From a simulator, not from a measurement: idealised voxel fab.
Presented below is a process module, voxel ribs on slabs.
For reference, the cross-section in this document is cut, with width 155 nm and square cells of 5 nm.
Each cross-section below is a grid of square cells, stated as bands in top-down order, with one or more rows of cells making up each band. First you get the band's top height and its bottom height, in nm, and then the materials it's made of, left to right, with each width in nm. If you see a single material with "everywhere", that one covers the band edge to edge. "air" is empty space. Height reference: 0 = level under which incoming wafer is all one material. Lowest band: no bottom, runs on downward, e.g. "0 nm and below". A width given as "30..40" starts at the first number in the band's top row and ends at the second number in its bottom row, shifting by an equal amount at every step from row to row. Step note "no modifications" = no cross-section cell changed. "Enclosed internal cavities": sealed empty spaces, 8 cells or more, no open way to top, listed width x height at distance, with distance from the left edge and width, height and distance in nm. Heads up: the bit after the settings on a step's line is the simulator's remark on that step. What "overlay nm" on a step's line means: if the step has a mask, that mask lay this far to the right of its planned place, or, when the value is negative, to the left.

Listed below are the process steps as planned
- 1: RECEIVE (material Si)
- 2: DIRECTIONAL_DEP (material SiO2; thk nm 20)
- 3: DIRECTIONAL_DEP (material SiN; thk nm 25)
- 4: PATTERN (tone cover; mask id RIB; material resist; width nm 30; thk nm 20; overlay nm 0)
- 5: DIRECTIONAL_ETCH (etch materials SiN; depth nm 15)
- 6: STRIP (etch materials resist)
- 7: MASKED_ETCH (tone cover; mask id SLAB; width nm 90; etch materials SiN; depth nm 10; overlay nm 0)
- 8: FILL_DEP (material SiO2; thk nm 15)
- 9: CMP (height nm 55)
- 10: DIRECTIONAL_DEP (material W; thk nm 10)
- 11: PATTERN (tone cover; mask id HEATER; material resist; width nm 40; thk nm 20; overlay nm 0)
- 12: DIRECTIONAL_ETCH (etch materials W; depth nm 10)
- 13: STRIP (etch materials resist)
- 14: CONFORMAL_DEP (material SiO2; thk nm 5)

Wafer as received: cross-section following step 1
- 0 nm and below | Si everywhere
- Enclosed internal cavities: none

One mistake in running the module, otherwise start and plan as above: cross-section at the end
- 65 nm to 55 nm | air 55 / W 40 / air 60
- 55 nm to 45 nm | SiO2 everywhere
- 45 nm to 30 nm | SiO2 60 / SiN 30 / SiO2 65
- 30 nm to 20 nm | SiO2 30 / SiN 90 / SiO2 35
- 20 nm to 0 nm | SiO2 everywhere
- 0 nm and below | Si everywhere
- Enclosed internal cavities: none
Deviation noted in wafer processing: plan step 14 was not performed, having been skipped
